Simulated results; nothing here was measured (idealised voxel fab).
The following is a process module called voxel wiring stack.
Section shown: cut. Width: 155 nm. Cell size: 5 nm, square.
Cross-section, as written here: a square-cell grid given band by band from the top down, where a band holds one or more rows of cells.
First you get the band's top height and its bottom height, in nm, and then the materials it's made of, left to right, with each width in nm. If you see a single material with "everywhere", that one covers the band edge to edge. "air" is empty space.
We count height from 0. Below that, the starting wafer is all one material. The lowest band never ends at the bottom but goes on down; see "top 0, no bottom" for how that is written.
The two numbers in a width such as "30 to 40" mark its ends across the band: the first belongs to the top row of cells, the second to the bottom row, and from each row to the next the width moves by the same amount.
Step note "remained unchanged" = no cross-section cell changed.
Each empty space that has no open way to the top and spans at least 8 cells appears under "Closed void catalog" as width x height at distance, the distance counted from the left edge, all in nm.
Whatever follows a step's settings on its line is a remark the simulator itself makes about that step.
overlay nm: where the mask lay relative to plan, measured to the right, on steps with a mask; negatives go left.

# The planned process steps are enumerated hereunder
- 1: RECEIVE: material Si
- 2: CONFORMAL_DEP: material SiO2, thk nm 10
- 3: CONFORMAL_DEP: material SiN, thk nm 5
- 4: DIRECTIONAL_DEP: material lowk, thk nm 25
- 5: PATTERN: tone open, mask id METAL_1, material resist, width nm 25, pitch nm 55, thk nm 20, overlay nm -15
- 6: DIRECTIONAL_ETCH: etch materials lowk, depth nm 25
- 7: DIRECTIONAL_ETCH: etch materials SiN, depth nm 5
- 8: STRIP: etch materials resist
- 9: CONFORMAL_DEP: material TiN, thk nm 5
- 10: FILL_DEP: material Ru, thk nm 10
- 11: CMP: height nm 40
- 12: EPI: material Ru, thk nm 5
- 13: FILL_DEP: material SiCN, thk nm 5
- 14: DIRECTIONAL_DEP: material lowk, thk nm 15
- 15: MASKED_ETCH: tone open, mask id PLUG_1, width nm 15, etch materials lowk, depth nm 15, overlay nm 0
- 16: MASKED_ETCH: tone open, mask id PLUG_1, width nm 15, etch materials SiCN, depth nm 5, overlay nm 0
- 17: EPI: material Ru, thk nm 10
- 18: EPI: material Ru, thk nm 10
- 19: DIRECTIONAL_DEP: material TiN, thk nm 5
- 20: DIRECTIONAL_DEP: material W, thk nm 20
- 21: DIRECTIONAL_DEP: material aC, thk nm 15
- 22: PATTERN: tone cover, mask id METAL_2, material resist, width nm 25, pitch nm 55, thk nm 30, overlay nm 0
- 23: DIRECTIONAL_ETCH: etch materials aC, depth nm 15
- 24: STRIP: etch materials resist
- 25: DIRECTIONAL_ETCH: etch materials W, depth nm 20
- 26: DIRECTIONAL_ETCH: etch materials TiN, depth nm 5
- 27: STRIP: etch materials aC
- 28: FILL_DEP: material SiO2, thk nm 5
- 29: CMP: height nm 90
- 30: CONFORMAL_DEP: material SiCN, thk nm 5
varied across the wafers: overlay nm of step 5. The plan shows the first wafer's value. All wafers start alike

# Cross-section of the first incoming wafer of several, state after step 1
  top 0, no bottom  Si everywhere
  Closed void catalog: none

# Here is the cross-section of the first of several wafers at the end of the module, after its last step, step 30
  top 95, bottom 90  SiCN everywhere
  top 90, bottom 70  35 of SiO2 | 25 of W | 30 of SiO2 | 25 of W | 40 of SiO2
  top 70, bottom 65  35 of SiO2 | 25 of TiN | 30 of SiO2 | 25 of TiN | 40 of SiO2
  top 65, bottom 50  35 of lowk | 15 of Ru | 105 of lowk
  top 50, bottom 45  35 of SiCN | 15 of Ru | 105 of SiCN
  top 45, bottom 40  15 of SiCN | 35 of Ru | 20 of SiCN | 35 of Ru | 50 of SiCN
  top 40, bottom 15  20 of lowk | 5 of TiN | 15 of Ru | 5 of TiN | 30 of lowk | 5 of TiN | 15 of Ru | 5 of TiN | 55 of lowk
  top 15, bottom 10  20 of SiN | 25 of TiN | 30 of SiN | 25 of TiN | 55 of SiN
  top 10, bottom 0  SiO2 everywhere
  top 0, no bottom  Si everywhere
  Closed void catalog: none

# End of module, last wafer sectioned
  top 95, bottom 90  SiCN everywhere
  top 90, bottom 70  35 of SiO2 | 25 of W | 30 of SiO2 | 25 of W | 40 of SiO2
  top 70, bottom 65  35 of SiO2 | 25 of TiN | 30 of SiO2 | 25 of TiN | 40 of SiO2
  top 65, bottom 50  35 of lowk | 15 of Ru | 105 of lowk
  top 50, bottom 45  35 of SiCN | 15 of Ru | 105 of SiCN
  top 45, bottom 40  45 of SiCN | 35 of Ru | 20 of SiCN | 35 of Ru | 20 of SiCN
  top 40, bottom 15  50 of lowk | 5 of TiN | 15 of Ru | 5 of TiN | 30 of lowk | 5 of TiN | 15 of Ru | 5 of TiN | 25 of lowk
  top 15, bottom 10  50 of SiN | 25 of TiN | 30 of SiN | 25 of TiN | 25 of SiN
  top 10, bottom 0  SiO2 everywhere
  top 0, no bottom  Si everywhere
  Closed void catalog: none

# The rows of the table below are wafers. Looking at the end of the module, a row counts, for every material, the cells the wafer has gained, shown as (+), or lost, shown as (-), since it was received; its closed voids come next
overlay nm -15 | +56 Ru | +76 SiCN | +21 SiN | +167 SiO2 | +40 TiN | +40 W | +189 lowk | Closed void catalog: none
overlay nm -10 | +56 Ru | +76 SiCN | +21 SiN | +167 SiO2 | +40 TiN | +40 W | +189 lowk | Closed void catalog: none
overlay nm -5 | +56 Ru | +76 SiCN | +21 SiN | +167 SiO2 | +40 TiN | +40 W | +189 lowk | Closed void catalog: none
overlay nm 0 | +56 Ru | +76 SiCN | +21 SiN | +167 SiO2 | +40 TiN | +40 W | +189 lowk | Closed void catalog: none
overlay nm 5 | +56 Ru | +76 SiCN | +21 SiN | +167 SiO2 | +40 TiN | +40 W | +189 lowk | Closed void catalog: none
overlay nm 10 | +56 Ru | +76 SiCN | +21 SiN | +167 SiO2 | +40 TiN | +40 W | +189 lowk | Closed void catalog: none
overlay nm 15 | +56 Ru | +76 SiCN | +21 SiN | +167 SiO2 | +40 TiN | +40 W | +189 lowk | Closed void catalog: none
